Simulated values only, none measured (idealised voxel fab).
process module | voxel trench capacitor
Section cut is 240 nm wide and gridded with 5 nm square cells.
Cross-section = grid of square cells, listed top down in bands; band = one or more rows. Quick guide to a band line: top height, bottom height (nm) up front; then every material left to right with its width in nm. Only one material and it's marked "throughout"? Then it fills the band edge to edge. And "empty" just means empty space. Ref level 0: as-received wafer is one material below here. Bottom band extends down with no lower bound ("from 0 down"). So if you see something like "30->40" for the width, read it as the top row of the band sitting at the first number and the bottom row at the second, with every row in between moving by the same amount as the last. Any step labelled "no change occurred" changed none of the cells in the cross-section. "Closed void roster" - sealed voids, min. 8 cells, no opening to top; format: width x height at distance (distance from left edge; nm throughout). Formally, on a step line, whatever follows the settings is a remark that the simulator itself makes on the step. overlay nm: how far to the right of its planned place the mask lay on this masked step (negative: to the left).

This section lists the process steps that were planned:
- 1: op RECEIVE | material Si
- 2: op CONFORMAL_DEP | material SiN | thk nm 10
- 3: op PATTERN | tone open | mask id TRENCH | material resist | width nm 25 | pitch nm 50 | thk nm 15 | overlay nm 0
- 4: op DIRECTIONAL_ETCH | etch materials SiN | depth nm 10
- 5: op DIRECTIONAL_ETCH | etch materials Si | depth nm 40
- 6: op STRIP | etch materials resist
- 7: op CONFORMAL_DEP | material HfO2 | thk nm 5
- 8: op CONFORMAL_DEP | material TiN | thk nm 5
- 9: op FILL_DEP | material W | thk nm 5
- 10: op CMP | height nm 10

Of two wafers, the first: run according to plan:

As received (post step 1): cross-section:
  from 0 down = Si throughout
  Closed void roster: none

So this is the wafer cross-section right after step 2:
  from 10 to 0 = SiN throughout
  Rest of section, below 0: as before.

So this is the wafer cross-section right after step 3:
  from 25 to 10 = resist (55) | empty (25) | resist (25) | empty (25) | resist (25) | empty (25) | resist (60)
  Rest of section, below 10: as before.

So this is the wafer cross-section right after step 4:
  from 25 to 10 = resist (55) | empty (25) | resist (25) | empty (25) | resist (25) | empty (25) | resist (60)
  from 10 to 0 = SiN (55) | empty (25) | SiN (25) | empty (25) | SiN (25) | empty (25) | SiN (60)
  Rest of section, below 0: as before.

So this is the wafer cross-section right after step 5:
  from 25 to 10 = resist (55) | empty (25) | resist (25) | empty (25) | resist (25) | empty (25) | resist (60)
  from 10 to 0 = SiN (55) | empty (25) | SiN (25) | empty (25) | SiN (25) | empty (25) | SiN (60)
  from 0 to -40 = Si (55) | empty (25) | Si (25) | empty (25) | Si (25) | empty (25) | Si (60)
  Rest of section, below -40: as before.

So this is the wafer cross-section right after step 6:
  from 10 to 0 = SiN (55) | empty (25) | SiN (25) | empty (25) | SiN (25) | empty (25) | SiN (60)
  Rest of section, below 0: as before.

So this is the wafer cross-section right after step 7:
  from 15 to 10 = HfO2 (60) | empty (15) | HfO2 (35) | empty (15) | HfO2 (35) | empty (15) | HfO2 (65)
  from 10 to 0 = SiN (55) | HfO2 (5) | empty (15) | HfO2 (5) | SiN (25) | HfO2 (5) | empty (15) | HfO2 (5) | SiN (25) | HfO2 (5) | empty (15) | HfO2 (5) | SiN (60)
  from 0 to -35 = Si (55) | HfO2 (5) | empty (15) | HfO2 (5) | Si (25) | HfO2 (5) | empty (15) | HfO2 (5) | Si (25) | HfO2 (5) | empty (15) | HfO2 (5) | Si (60)
  from -35 to -40 = Si (55) | HfO2 (25) | Si (25) | HfO2 (25) | Si (25) | HfO2 (25) | Si (60)
  Rest of section, below -40: as before.

So this is the wafer cross-section right after step 8:
  from 20 to 15 = TiN (65) | empty (5) | TiN (45) | empty (5) | TiN (45) | empty (5) | TiN (70)
  from 15 to 10 = HfO2 (60) | TiN (5) | empty (5) | TiN (5) | HfO2 (35) | TiN (5) | empty (5) | TiN (5) | HfO2 (35) | TiN (5) | empty (5) | TiN (5) | HfO2 (65)
  from 10 to 0 = SiN (55) | HfO2 (5) | TiN (5) | empty (5) | TiN (5) | HfO2 (5) | SiN (25) | HfO2 (5) | TiN (5) | empty (5) | TiN (5) | HfO2 (5) | SiN (25) | HfO2 (5) | TiN (5) | empty (5) | TiN (5) | HfO2 (5) | SiN (60)
  from 0 to -30 = Si (55) | HfO2 (5) | TiN (5) | empty (5) | TiN (5) | HfO2 (5) | Si (25) | HfO2 (5) | TiN (5) | empty (5) | TiN (5) | HfO2 (5) | Si (25) | HfO2 (5) | TiN (5) | empty (5) | TiN (5) | HfO2 (5) | Si (60)
  from -30 to -35 = Si (55) | HfO2 (5) | TiN (15) | HfO2 (5) | Si (25) | HfO2 (5) | TiN (15) | HfO2 (5) | Si (25) | HfO2 (5) | TiN (15) | HfO2 (5) | Si (60)
  Rest of section, below -35: as before.

So this is the wafer cross-section right after step 9:
  from 25 to 20 = W throughout
  from 20 to 15 = TiN (65) | W (5) | TiN (45) | W (5) | TiN (45) | W (5) | TiN (70)
  from 15 to 10 = HfO2 (60) | TiN (5) | W (5) | TiN (5) | HfO2 (35) | TiN (5) | W (5) | TiN (5) | HfO2 (35) | TiN (5) | W (5) | TiN (5) | HfO2 (65)
  from 10 to 0 = SiN (55) | HfO2 (5) | TiN (5) | W (5) | TiN (5) | HfO2 (5) | SiN (25) | HfO2 (5) | TiN (5) | W (5) | TiN (5) | HfO2 (5) | SiN (25) | HfO2 (5) | TiN (5) | W (5) | TiN (5) | HfO2 (5) | SiN (60)
  from 0 to -30 = Si (55) | HfO2 (5) | TiN (5) | W (5) | TiN (5) | HfO2 (5) | Si (25) | HfO2 (5) | TiN (5) | W (5) | TiN (5) | HfO2 (5) | Si (25) | HfO2 (5) | TiN (5) | W (5) | TiN (5) | HfO2 (5) | Si (60)
  Rest of section, below -30: as before.

So this is the wafer cross-section right after step 10:
  from 10 to 0 = SiN (55) | HfO2 (5) | TiN (5) | W (5) | TiN (5) | HfO2 (5) | SiN (25) | HfO2 (5) | TiN (5) | W (5) | TiN (5) | HfO2 (5) | SiN (25) | HfO2 (5) | TiN (5) | W (5) | TiN (5) | HfO2 (5) | SiN (60)
  Rest of section, below 0: as before.

The second wafer was prepared from the same starting point and under the same plan as the first; its processing contained one mistake, and it remains indistinguishable from the first wafer up to and including step 2:

Planned end of step 3: second wafer, cross-section:
  from 25 to 10 = resist (50) | empty (35) | resist (15) | empty (35) | resist (15) | empty (35) | resist (55)
  Rest of section, below 10: as before.

Planned end of step 4: second wafer, cross-section:
  from 25 to 10 = resist (50) | empty (35) | resist (15) | empty (35) | resist (15) | empty (35) | resist (55)
  from 10 to 0 = SiN (50) | empty (35) | SiN (15) | empty (35) | SiN (15) | empty (35) | SiN (55)
  Rest of section, below 0: as before.

Planned end of step 5: second wafer, cross-section:
  from 25 to 10 = resist (50) | empty (35) | resist (15) | empty (35) | resist (15) | empty (35) | resist (55)
  from 10 to 0 = SiN (50) | empty (35) | SiN (15) | empty (35) | SiN (15) | empty (35) | SiN (55)
  from 0 to -40 = Si (50) | empty (35) | Si (15) | empty (35) | Si (15) | empty (35) | Si (55)
  Rest of section, below -40: as before.

Planned end of step 6: second wafer, cross-section:
  from 10 to 0 = SiN (50) | empty (35) | SiN (15) | empty (35) | SiN (15) | empty (35) | SiN (55)
  Rest of section, below 0: as before.

Planned end of step 7: second wafer, cross-section:
  from 15 to 10 = HfO2 (55) | empty (25) | HfO2 (25) | empty (25) | HfO2 (25) | empty (25) | HfO2 (60)
  from 10 to 0 = SiN (50) | HfO2 (5) | empty (25) | HfO2 (5) | SiN (15) | HfO2 (5) | empty (25) | HfO2 (5) | SiN (15) | HfO2 (5) | empty (25) | HfO2 (5) | SiN (55)
  from 0 to -35 = Si (50) | HfO2 (5) | empty (25) | HfO2 (5) | Si (15) | HfO2 (5) | empty (25) | HfO2 (5) | Si (15) | HfO2 (5) | empty (25) | HfO2 (5) | Si (55)
  from -35 to -40 = Si (50) | HfO2 (35) | Si (15) | HfO2 (35) | Si (15) | HfO2 (35) | Si (55)
  Rest of section, below -40: as before.

Planned end of step 8: second wafer, cross-section:
  from 20 to 15 = TiN (60) | empty (15) | TiN (35) | empty (15) | TiN (35) | empty (15) | TiN (65)
  from 15 to 10 = HfO2 (55) | TiN (5) | empty (15) | TiN (5) | HfO2 (25) | TiN (5) | empty (15) | TiN (5) | HfO2 (25) | TiN (5) | empty (15) | TiN (5) | HfO2 (60)
  from 10 to 0 = SiN (50) | HfO2 (5) | TiN (5) | empty (15) | TiN (5) | HfO2 (5) | SiN (15) | HfO2 (5) | TiN (5) | empty (15) | TiN (5) | HfO2 (5) | SiN (15) | HfO2 (5) | TiN (5) | empty (15) | TiN (5) | HfO2 (5) | SiN (55)
  from 0 to -30 = Si (50) | HfO2 (5) | TiN (5) | empty (15) | TiN (5) | HfO2 (5) | Si (15) | HfO2 (5) | TiN (5) | empty (15) | TiN (5) | HfO2 (5) | Si (15) | HfO2 (5) | TiN (5) | empty (15) | TiN (5) | HfO2 (5) | Si (55)
  from -30 to -35 = Si (50) | HfO2 (5) | TiN (25) | HfO2 (5) | Si (15) | HfO2 (5) | TiN (25) | HfO2 (5) | Si (15) | HfO2 (5) | TiN (25) | HfO2 (5) | Si (55)
  Rest of section, below -35: as before.

Planned end of step 9: second wafer, cross-section:
  from 25 to 20 = W throughout
  from 20 to 15 = TiN (60) | W (15) | TiN (35) | W (15) | TiN (35) | W (15) | TiN (65)
  from 15 to 10 = HfO2 (55) | TiN (5) | W (15) | TiN (5) | HfO2 (25) | TiN (5) | W (15) | TiN (5) | HfO2 (25) | TiN (5) | W (15) | TiN (5) | HfO2 (60)
  from 10 to 0 = SiN (50) | HfO2 (5) | TiN (5) | W (15) | TiN (5) | HfO2 (5) | SiN (15) | HfO2 (5) | TiN (5) | W (15) | TiN (5) | HfO2 (5) | SiN (15) | HfO2 (5) | TiN (5) | W (15) | TiN (5) | HfO2 (5) | SiN (55)
  from 0 to -30 = Si (50) | HfO2 (5) | TiN (5) | W (15) | TiN (5) | HfO2 (5) | Si (15) | HfO2 (5) | TiN (5) | W (15) | TiN (5) | HfO2 (5) | Si (15) | HfO2 (5) | TiN (5) | W (15) | TiN (5) | HfO2 (5) | Si (55)
  Rest of section, below -30: as before.

Planned end of step 10: second wafer, cross-section:
  from 10 to 0 = SiN (50) | HfO2 (5) | TiN (5) | W (15) | TiN (5) | HfO2 (5) | SiN (15) | HfO2 (5) | TiN (5) | W (15) | TiN (5) | HfO2 (5) | SiN (15) | HfO2 (5) | TiN (5) | W (15) | TiN (5) | HfO2 (5) | SiN (55)
  Rest of section, below 0: as before.
Which mistake was made when the wafer was run? step 3 changed vs plan, executed as op PATTERN | tone open | mask id TRENCH | material resist | width nm 35 | pitch nm 50 | thk nm 15 | overlay nm 0
Bottom line after processing is that, in cells, the second wafer is up or down on some materials versus the first: HfO2 +6 | Si -48 | SiN -12 | TiN +6 | W +48
